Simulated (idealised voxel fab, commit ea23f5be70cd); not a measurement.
process module | voxel released beams
cross-section cut | 205 nm wide | cells 5 nm
A cross-section is a grid of square cells, given in bands from the top down. A band is one or more rows of cells.
Each band's line starts with the height of the band's top and of its bottom, in nm. Then come its materials from left to right, each with its width in nm. One material with "throughout" fills the band from edge to edge. "air" is empty space.
Height 0 is the level under which the wafer as received is all one material. The lowest band goes on downwards, as in "0 down".
A width such as "30 to 40" changes by the same amount from each row of cells to the next, from the band's top row to its bottom row.
"no change" after a step means that no cell of the cross-section changed.
closed voids: empty space of 8 cells or more with no open way to the top, each as width x height at its distance from the left edge, in nm
after a step's settings: what the simulator itself notes on the step
overlay nm, on a step with a mask: how far to the right of its planned place the mask lay; to the left if negative
plan
1 op RECEIVE | material Si
2 op CONFORMAL_DEP | material SiN | thk nm 10
3 op DIRECTIONAL_DEP | material SiO2 | thk nm 15
4 op DIRECTIONAL_DEP | material aC | thk nm 10
5 op PATTERN | tone open | mask id ANCHOR | material resist | width nm 35 | thk nm 25 | overlay nm 0
6 op DIRECTIONAL_ETCH | etch materials aC | depth nm 10
7 op STRIP | etch materials resist
8 op DIRECTIONAL_ETCH | etch materials SiO2 | depth nm 15
9 op STRIP | etch materials aC
10 op CONFORMAL_DEP | material TiN | thk nm 15
11 op MASKED_ETCH | tone cover | mask id BEAM | width nm 80 | etch materials TiN | depth nm 15 | overlay nm 0
12 op STRIP | etch materials SiO2
first wafer, as planned
as received, after step 1
  0 down: Si throughout
  closed voids: none
after step 2
  10 to 0: SiN throughout
  below 0: unchanged
after step 3
  25 to 10: SiO2 throughout
  below 10: unchanged
after step 4
  35 to 25: aC throughout
  below 25: unchanged
after step 5
  60 to 35: resist 65 | air 35 | resist 105
  below 35: unchanged
after step 6
  50 to 35: resist 65 | air 35 | resist 105
  35 to 25: aC 65 | air 35 | aC 105
  below 25: unchanged
after step 7
  35 to 25: aC 65 | air 35 | aC 105
  below 25: unchanged
after step 8
  35 to 25: aC 65 | air 35 | aC 105
  25 to 10: SiO2 65 | air 35 | SiO2 105
  below 10: unchanged
after step 9
  25 to 10: SiO2 65 | air 35 | SiO2 105
  below 10: unchanged
after step 10
  40 to 25: TiN 80 | air 5 | TiN 120
  25 to 10: SiO2 65 | TiN 35 | SiO2 105
  below 10: unchanged
after step 11
  40 to 25: air 60 | TiN 20 | air 5 | TiN 55 | air 65
  below 25: unchanged
after step 12
  40 to 25: air 60 | TiN 20 | air 5 | TiN 55 | air 65
  25 to 10: air 65 | TiN 35 | air 105
  below 10: unchanged
second wafer: like start, like plan, one mistake. Through step 1 it matches the first wafer
when step 2 should have ended
  15 to 0: SiO2 throughout
  below 0: unchanged
when step 3 should have ended
  25 to 15: SiN throughout
  below 15: unchanged
when step 4 should have ended
  35 to 25: aC throughout
  below 25: unchanged
when step 5 should have ended
  60 to 35: resist 65 | air 35 | resist 105
  below 35: unchanged
when step 6 should have ended
  50 to 35: resist 65 | air 35 | resist 105
  35 to 25: aC 65 | air 35 | aC 105
  below 25: unchanged
when step 7 should have ended
  35 to 25: aC 65 | air 35 | aC 105
  below 25: unchanged
when step 8 should have ended: no change
when step 9 should have ended
  25 to 15: SiN throughout
  below 15: unchanged
when step 10 should have ended
  40 to 25: TiN throughout
  below 25: unchanged
when step 11 should have ended
  40 to 25: air 60 | TiN 80 | air 65
  below 25: unchanged
when step 12 should have ended: no change
what went wrong: steps 2 and 3 were swapped
at the end the second wafer has, in cells: 123 more of SiO2 | 18 fewer of TiN
